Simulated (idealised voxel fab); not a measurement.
Name of the process module below: voxel gate over fins
Shown is cross-section cut, with a width of 240 nm and square cells of size 5 nm.
Throughout this document, each cross-section is represented as a grid of square cells and is presented as a sequence of bands enumerated from the top downward, where a band comprises one or more rows of cells.
Per band: top height and bottom height in nm, followed by the left-to-right materials and their widths in nm; "edge to edge" marks a single material spanning edge to edge, "empty" marks empty space.
We count height from 0. Below that, the starting wafer is all one material. The lowest band never ends at the bottom but goes on down; see "z 0 and below" for how that is written.
A two-number width, for instance "30 to 40", indicates that the width is equal to the first number in the top row of the band and to the second number in the bottom row, and that it changes by a constant amount per row of cells.
"no alteration" -> step changed no cross-section cell.
"Tabulated closed voids" enumerates empty spaces isolated from the top, with no open way to it, that contain at least 8 cells, giving each as width x height at distance from the left edge, all three in nm.
after a step's settings: what the simulator itself notes on the step
The setting "overlay nm" may be written on the line of a step. When the step uses a mask, the value reports how far to the right of the planned place the mask lay, and a negative value reports that it lay to the left.
-- This section lists the process steps that were planned
1) RECEIVE (material Si)
2) CONFORMAL_DEP (material SiN; thk nm 5)
3) PATTERN (tone cover; mask id FINS; material resist; width nm 15; pitch nm 55; thk nm 20; overlay nm 0)
4) DIRECTIONAL_ETCH (etch materials SiN; depth nm 5)
5) DIRECTIONAL_ETCH (etch materials Si; depth nm 35)
6) STRIP (etch materials resist)
7) OXIDIZE (depth nm 5)
8) FILL_DEP (material SiO2; thk nm 15)
9) CMP (height nm 5)
10) MASKED_ETCH (tone open; mask id RAIL; width nm 15; etch materials SiO2; depth nm 35; overlay nm 0)
11) CONFORMAL_DEP (material TiN; thk nm 5)
12) FILL_DEP (material Ru; thk nm 10)
13) CMP (height nm 5)
14) SELECTIVE_ETCH (etch materials W Ru TiN; depth nm 25)
15) FILL_DEP (material SiO2; thk nm 5)
16) CMP (height nm 5)
17) SELECTIVE_ETCH (etch materials SiO2; depth nm 15)
18) STRIP (etch materials SiN)
19) CONFORMAL_DEP (material HfO2; thk nm 5)
20) CONFORMAL_DEP (material TiN; thk nm 5)
21) CONFORMAL_DEP (material TiAl; thk nm 5)
22) CONFORMAL_DEP (material TiN; thk nm 5)
23) FILL_DEP (material W; thk nm 10)
24) CMP (height nm 25)
25) CONFORMAL_DEP (material SiCN; thk nm 10)
-- The following pertains to the first of two wafers, which was processed as planned
-- Step 1 complete: cross-section of the wafer as received
> z 0 and below | Si edge to edge
> Tabulated closed voids: none
-- Cross-sectional representation of the wafer at the conclusion of step 2
> z 5 to 0 | SiN edge to edge
> Lower than 0, everything is as it was.
-- Cross-sectional representation of the wafer at the conclusion of step 3
> z 25 to 5 | empty=85 / resist=15 / empty=40 / resist=15 / empty=85
> Lower than 5, everything is as it was.
-- Cross-sectional representation of the wafer at the conclusion of step 4
> z 25 to 5 | empty=85 / resist=15 / empty=40 / resist=15 / empty=85
> z 5 to 0 | empty=85 / SiN=15 / empty=40 / SiN=15 / empty=85
> Lower than 0, everything is as it was.
-- Cross-sectional representation of the wafer at the conclusion of step 5
> z 25 to 5 | empty=85 / resist=15 / empty=40 / resist=15 / empty=85
> z 5 to 0 | empty=85 / SiN=15 / empty=40 / SiN=15 / empty=85
> z 0 to -35 | empty=85 / Si=15 / empty=40 / Si=15 / empty=85
> Lower than -35, everything is as it was.
-- Cross-sectional representation of the wafer at the conclusion of step 6
> z 5 to 0 | empty=85 / SiN=15 / empty=40 / SiN=15 / empty=85
> Lower than 0, everything is as it was.
-- Cross-sectional representation of the wafer at the conclusion of step 7
> z 5 to 0 | empty=85 / SiN=15 / empty=40 / SiN=15 / empty=85
> z 0 to -35 | empty=85 / SiO2=5 / Si=5 / SiO2=5 / empty=40 / SiO2=5 / Si=5 / SiO2=5 / empty=85
> z -35 to -40 | SiO2=90 / Si=5 / SiO2=50 / Si=5 / SiO2=90
> Lower than -40, everything is as it was.
-- Cross-sectional representation of the wafer at the conclusion of step 8
> z 20 to 5 | SiO2 edge to edge
> z 5 to 0 | SiO2=85 / SiN=15 / SiO2=40 / SiN=15 / SiO2=85
> z 0 to -40 | SiO2=90 / Si=5 / SiO2=50 / Si=5 / SiO2=90
> Lower than -40, everything is as it was.
-- Cross-sectional representation of the wafer at the conclusion of step 9
> z 5 to 0 | SiO2=85 / SiN=15 / SiO2=40 / SiN=15 / SiO2=85
> Lower than 0, everything is as it was.
-- Cross-sectional representation of the wafer at the conclusion of step 10
> z 5 to 0 | SiO2=85 / SiN=15 / SiO2=10 / empty=15 / SiO2=15 / SiN=15 / SiO2=85
> z 0 to -30 | SiO2=90 / Si=5 / SiO2=15 / empty=15 / SiO2=20 / Si=5 / SiO2=90
> Lower than -30, everything is as it was.
-- Cross-sectional representation of the wafer at the conclusion of step 11
> z 10 to 5 | TiN=115 / empty=5 / TiN=120
> z 5 to 0 | SiO2=85 / SiN=15 / SiO2=10 / TiN=5 / empty=5 / TiN=5 / SiO2=15 / SiN=15 / SiO2=85
> z 0 to -25 | SiO2=90 / Si=5 / SiO2=15 / TiN=5 / empty=5 / TiN=5 / SiO2=20 / Si=5 / SiO2=90
> z -25 to -30 | SiO2=90 / Si=5 / SiO2=15 / TiN=15 / SiO2=20 / Si=5 / SiO2=90
> Lower than -30, everything is as it was.
-- Cross-sectional representation of the wafer at the conclusion of step 12
> z 20 to 10 | Ru edge to edge
> z 10 to 5 | TiN=115 / Ru=5 / TiN=120
> z 5 to 0 | SiO2=85 / SiN=15 / SiO2=10 / TiN=5 / Ru=5 / TiN=5 / SiO2=15 / SiN=15 / SiO2=85
> z 0 to -25 | SiO2=90 / Si=5 / SiO2=15 / TiN=5 / Ru=5 / TiN=5 / SiO2=20 / Si=5 / SiO2=90
> Lower than -25, everything is as it was.
-- Cross-sectional representation of the wafer at the conclusion of step 13
> z 5 to 0 | SiO2=85 / SiN=15 / SiO2=10 / TiN=5 / Ru=5 / TiN=5 / SiO2=15 / SiN=15 / SiO2=85
> Lower than 0, everything is as it was.
-- Cross-sectional representation of the wafer at the conclusion of step 14
> z 5 to 0 | SiO2=85 / SiN=15 / SiO2=10 / empty=15 / SiO2=15 / SiN=15 / SiO2=85
> z 0 to -20 | SiO2=90 / Si=5 / SiO2=15 / empty=15 / SiO2=20 / Si=5 / SiO2=90
> Lower than -20, everything is as it was.
-- Cross-sectional representation of the wafer at the conclusion of step 15
> z 10 to 5 | SiO2 edge to edge
> z 5 to 0 | SiO2=85 / SiN=15 / SiO2=40 / SiN=15 / SiO2=85
> z 0 to -20 | SiO2=90 / Si=5 / SiO2=50 / Si=5 / SiO2=90
> Lower than -20, everything is as it was.
-- Cross-sectional representation of the wafer at the conclusion of step 16
> z 5 to 0 | SiO2=85 / SiN=15 / SiO2=40 / SiN=15 / SiO2=85
> Lower than 0, everything is as it was.
-- Cross-sectional representation of the wafer at the conclusion of step 17
> z 5 to 0 | empty=85 / SiN=15 / empty=40 / SiN=15 / empty=85
> z 0 to -10 | empty=90 / Si=5 / empty=50 / Si=5 / empty=90
> Lower than -10, everything is as it was.
-- Cross-sectional representation of the wafer at the conclusion of step 18
> z 0 to -10 | empty=90 / Si=5 / empty=50 / Si=5 / empty=90
> Lower than -10, everything is as it was.
-- Cross-sectional representation of the wafer at the conclusion of step 19
> z 5 to 0 | empty=85 / HfO2=15 / empty=40 / HfO2=15 / empty=85
> z 0 to -5 | empty=85 / HfO2=5 / Si=5 / HfO2=5 / empty=40 / HfO2=5 / Si=5 / HfO2=5 / empty=85
> z -5 to -10 | HfO2=90 / Si=5 / HfO2=50 / Si=5 / HfO2=90
> Lower than -10, everything is as it was.
-- Cross-sectional representation of the wafer at the conclusion of step 20
> z 10 to 5 | empty=80 / TiN=25 / empty=30 / TiN=25 / empty=80
> z 5 to 0 | empty=80 / TiN=5 / HfO2=15 / TiN=5 / empty=30 / TiN=5 / HfO2=15 / TiN=5 / empty=80
> z 0 to -5 | TiN=85 / HfO2=5 / Si=5 / HfO2=5 / TiN=40 / HfO2=5 / Si=5 / HfO2=5 / TiN=85
> Lower than -5, everything is as it was.
-- Cross-sectional representation of the wafer at the conclusion of step 21
> z 15 to 10 | empty=75 / TiAl=35 / empty=20 / TiAl=35 / empty=75
> z 10 to 5 | empty=75 / TiAl=5 / TiN=25 / TiAl=5 / empty=20 / TiAl=5 / TiN=25 / TiAl=5 / empty=75
> z 5 to 0 | TiAl=80 / TiN=5 / HfO2=15 / TiN=5 / TiAl=30 / TiN=5 / HfO2=15 / TiN=5 / TiAl=80
> Lower than 0, everything is as it was.
-- Cross-sectional representation of the wafer at the conclusion of step 22
> z 20 to 15 | empty=70 / TiN=45 / empty=10 / TiN=45 / empty=70
> z 15 to 10 | empty=70 / TiN=5 / TiAl=35 / TiN=5 / empty=10 / TiN=5 / TiAl=35 / TiN=5 / empty=70
> z 10 to 5 | TiN=75 / TiAl=5 / TiN=25 / TiAl=5 / TiN=20 / TiAl=5 / TiN=25 / TiAl=5 / TiN=75
> Lower than 5, everything is as it was.
-- Cross-sectional representation of the wafer at the conclusion of step 23
> z 30 to 20 | W edge to edge
> z 20 to 15 | W=70 / TiN=45 / W=10 / TiN=45 / W=70
> z 15 to 10 | W=70 / TiN=5 / TiAl=35 / TiN=5 / W=10 / TiN=5 / TiAl=35 / TiN=5 / W=70
> Lower than 10, everything is as it was.
-- Cross-sectional representation of the wafer at the conclusion of step 24
> z 25 to 20 | W edge to edge
> Lower than 20, everything is as it was.
-- Cross-sectional representation of the wafer at the conclusion of step 25
> z 35 to 25 | SiCN edge to edge
> Lower than 25, everything is as it was.
-- Wafer two. Identical start, identical plan. One mistake in execution. Identical history through step 9
-- Look at the second wafer in cross-section at the time step 10 ought to have finished
> z 5 to 0 | SiO2=85 / SiN=15 / SiO2=10 / empty=20 / SiO2=10 / SiN=15 / SiO2=85
> z 0 to -30 | SiO2=90 / Si=5 / SiO2=15 / empty=20 / SiO2=15 / Si=5 / SiO2=90
> Lower than -30, everything is as it was.
-- Look at the second wafer in cross-section at the time step 11 ought to have finished
> z 10 to 5 | TiN=115 / empty=10 / TiN=115
> z 5 to 0 | SiO2=85 / SiN=15 / SiO2=10 / TiN=5 / empty=10 / TiN=5 / SiO2=10 / SiN=15 / SiO2=85
> z 0 to -25 | SiO2=90 / Si=5 / SiO2=15 / TiN=5 / empty=10 / TiN=5 / SiO2=15 / Si=5 / SiO2=90
> z -25 to -30 | SiO2=90 / Si=5 / SiO2=15 / TiN=20 / SiO2=15 / Si=5 / SiO2=90
> Lower than -30, everything is as it was.
-- Look at the second wafer in cross-section at the time step 12 ought to have finished
> z 20 to 10 | Ru edge to edge
> z 10 to 5 | TiN=115 / Ru=10 / TiN=115
> z 5 to 0 | SiO2=85 / SiN=15 / SiO2=10 / TiN=5 / Ru=10 / TiN=5 / SiO2=10 / SiN=15 / SiO2=85
> z 0 to -25 | SiO2=90 / Si=5 / SiO2=15 / TiN=5 / Ru=10 / TiN=5 / SiO2=15 / Si=5 / SiO2=90
> Lower than -25, everything is as it was.
-- Look at the second wafer in cross-section at the time step 13 ought to have finished
> z 5 to 0 | SiO2=85 / SiN=15 / SiO2=10 / TiN=5 / Ru=10 / TiN=5 / SiO2=10 / SiN=15 / SiO2=85
> Lower than 0, everything is as it was.
-- Look at the second wafer in cross-section at the time step 14 ought to have finished
> z 5 to 0 | SiO2=85 / SiN=15 / SiO2=10 / empty=20 / SiO2=10 / SiN=15 / SiO2=85
> z 0 to -20 | SiO2=90 / Si=5 / SiO2=15 / empty=20 / SiO2=15 / Si=5 / SiO2=90
> Lower than -20, everything is as it was.
-- Look at the second wafer in cross-section at the time step 15 ought to have finished
> z 10 to 5 | SiO2 edge to edge
> z 5 to 0 | SiO2=85 / SiN=15 / SiO2=40 / SiN=15 / SiO2=85
> z 0 to -20 | SiO2=90 / Si=5 / SiO2=50 / Si=5 / SiO2=90
> Lower than -20, everything is as it was.
-- Look at the second wafer in cross-section at the time step 16 ought to have finished
> z 5 to 0 | SiO2=85 / SiN=15 / SiO2=40 / SiN=15 / SiO2=85
> Lower than 0, everything is as it was.
-- Look at the second wafer in cross-section at the time step 17 ought to have finished
> z 5 to 0 | empty=85 / SiN=15 / empty=40 / SiN=15 / empty=85
> z 0 to -10 | empty=90 / Si=5 / empty=50 / Si=5 / empty=90
> Lower than -10, everything is as it was.
-- Look at the second wafer in cross-section at the time step 18 ought to have finished
> z 0 to -10 | empty=90 / Si=5 / empty=50 / Si=5 / empty=90
> Lower than -10, everything is as it was.
-- Look at the second wafer in cross-section at the time step 19 ought to have finished
> z 5 to 0 | empty=85 / HfO2=15 / empty=40 / HfO2=15 / empty=85
> z 0 to -5 | empty=85 / HfO2=5 / Si=5 / HfO2=5 / empty=40 / HfO2=5 / Si=5 / HfO2=5 / empty=85
> z -5 to -10 | HfO2=90 / Si=5 / HfO2=50 / Si=5 / HfO2=90
> Lower than -10, everything is as it was.
-- Look at the second wafer in cross-section at the time step 20 ought to have finished
> z 10 to 5 | empty=80 / TiN=25 / empty=30 / TiN=25 / empty=80
> z 5 to 0 | empty=80 / TiN=5 / HfO2=15 / TiN=5 / empty=30 / TiN=5 / HfO2=15 / TiN=5 / empty=80
> z 0 to -5 | TiN=85 / HfO2=5 / Si=5 / HfO2=5 / TiN=40 / HfO2=5 / Si=5 / HfO2=5 / TiN=85
> Lower than -5, everything is as it was.
-- Look at the second wafer in cross-section at the time step 21 ought to have finished
> z 15 to 10 | empty=75 / TiAl=35 / empty=20 / TiAl=35 / empty=75
> z 10 to 5 | empty=75 / TiAl=5 / TiN=25 / TiAl=5 / empty=20 / TiAl=5 / TiN=25 / TiAl=5 / empty=75
> z 5 to 0 | TiAl=80 / TiN=5 / HfO2=15 / TiN=5 / TiAl=30 / TiN=5 / HfO2=15 / TiN=5 / TiAl=80
> Lower than 0, everything is as it was.
-- Look at the second wafer in cross-section at the time step 22 ought to have finished
> z 20 to 15 | empty=70 / TiN=45 / empty=10 / TiN=45 / empty=70
> z 15 to 10 | empty=70 / TiN=5 / TiAl=35 / TiN=5 / empty=10 / TiN=5 / TiAl=35 / TiN=5 / empty=70
> z 10 to 5 | TiN=75 / TiAl=5 / TiN=25 / TiAl=5 / TiN=20 / TiAl=5 / TiN=25 / TiAl=5 / TiN=75
> Lower than 5, everything is as it was.
-- Look at the second wafer in cross-section at the time step 23 ought to have finished
> z 30 to 20 | W edge to edge
> z 20 to 15 | W=70 / TiN=45 / W=10 / TiN=45 / W=70
> z 15 to 10 | W=70 / TiN=5 / TiAl=35 / TiN=5 / W=10 / TiN=5 / TiAl=35 / TiN=5 / W=70
> Lower than 10, everything is as it was.
-- Look at the second wafer in cross-section at the time step 24 ought to have finished
> z 25 to 20 | W edge to edge
> Lower than 20, everything is as it was.
-- Look at the second wafer in cross-section at the time step 25 ought to have finished
> z 35 to 25 | SiCN edge to edge
> Lower than 25, everything is as it was.
Deviation noted in wafer processing: step 10 deviated from plan and actually ran as MASKED_ETCH (tone open; mask id RAIL; width nm 20; etch materials SiO2; depth nm 35; overlay nm 0)
At the finish, the second wafer shows more or fewer cells for some materials than the first does: 1 more of Ru, 2 fewer of SiO2, 1 more of TiN
